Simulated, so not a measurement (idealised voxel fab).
The process module that follows is named voxel air gaps.
This is section cut - it's 250 nm across, gridded in 5 nm square cells.
A cross-section is a grid of square cells, given in bands from the top down. A band is one or more rows of cells. Quick guide to a band line: top height, bottom height (nm) up front; then every material left to right with its width in nm. Only one material and it's marked "all across"? Then it fills the band edge to edge. And "empty" just means empty space. Heights are expressed relative to 0, this being the level below which the as-received wafer comprises one material exclusively. The lowest band is unbounded in the downward direction and is denoted as in "0 and below". Quick explanation for "30 to 40": the width changes in equal steps down the rows of cells, from the first number in the band's top row to the second number in its bottom row. A step reported as "no alterations made" is a step in which no cell of the cross-section changed. The entry "Fully sealed cavities" lists the empty spaces that cover at least 8 cells and have no open path to the top. Each is written as width x height at distance, where the distance is measured from the left edge and all three values are in nm. Step line, after settings: the simulator's comment on this step. overlay nm: for a step with a mask, the amount by which the mask lay right of where it was planned; a negative amount means left of it.
Process steps (planned)
step 1: RECEIVE [material Si]
step 2: CONFORMAL_DEP [material SiO2] [thk nm 10]
step 3: CONFORMAL_DEP [material SiN] [thk nm 5]
step 4: DIRECTIONAL_DEP [material SiO2] [thk nm 30]
step 5: PATTERN [tone open] [mask id LINES] [material resist] [width nm 25] [pitch nm 55] [thk nm 20] [overlay nm -15]
step 6: DIRECTIONAL_ETCH [etch materials SiO2] [depth nm 30]
step 7: STRIP [etch materials resist]
step 8: CONFORMAL_DEP [material TiN] [thk nm 5]
step 9: FILL_DEP [material W] [thk nm 5]
step 10: CMP [height nm 45]
step 11: EPI [material Ru] [thk nm 10]
step 12: SELECTIVE_ETCH [etch materials SiO2] [depth nm 40]
step 13: CONFORMAL_DEP [material SiCN] [thk nm 5]
The overlay nm used in step 5 is not the same on every wafer, whereas the starting condition is; the value printed in the plan is the first wafer's.
So this is the first of several wafers, cross-sectioned as it came to us, meaning it's at the end of step 1
> 0 and below = Si all across
> Fully sealed cavities: none
Heads up, this table goes wafer by wafer. A row tells you, at the end of the module, how many cells of each material that wafer has put on (+) or dropped (-) since it was received, and then its closed voids
overlay nm -15; +72 Ru; +146 SiCN; +50 SiN; +100 SiO2; +60 TiN; +60 W; Fully sealed cavities: 10 x 20 at 0; 20 x 20 at 45; 20 x 20 at 100; 20 x 20 at 155
overlay nm -10; +72 Ru; +146 SiCN; +50 SiN; +100 SiO2; +60 TiN; +60 W; Fully sealed cavities: 20 x 20 at 50; 20 x 20 at 105; 20 x 20 at 160
overlay nm -5; +72 Ru; +146 SiCN; +50 SiN; +100 SiO2; +60 TiN; +60 W; Fully sealed cavities: 20 x 20 at 55; 20 x 20 at 110; 20 x 20 at 165
overlay nm 0; +72 Ru; +146 SiCN; +50 SiN; +100 SiO2; +60 TiN; +60 W; Fully sealed cavities: 20 x 20 at 60; 20 x 20 at 115; 20 x 20 at 170
overlay nm 5; +72 Ru; +146 SiCN; +50 SiN; +100 SiO2; +60 TiN; +60 W; Fully sealed cavities: 20 x 20 at 65; 20 x 20 at 120; 20 x 20 at 175
overlay nm 10; +72 Ru; +146 SiCN; +50 SiN; +100 SiO2; +60 TiN; +60 W; Fully sealed cavities: 20 x 20 at 70; 20 x 20 at 125; 20 x 20 at 180
overlay nm 15; +72 Ru; +146 SiCN; +50 SiN; +100 SiO2; +60 TiN; +60 W; Fully sealed cavities: 20 x 20 at 75; 20 x 20 at 130; 20 x 20 at 185; 10 x 20 at 240
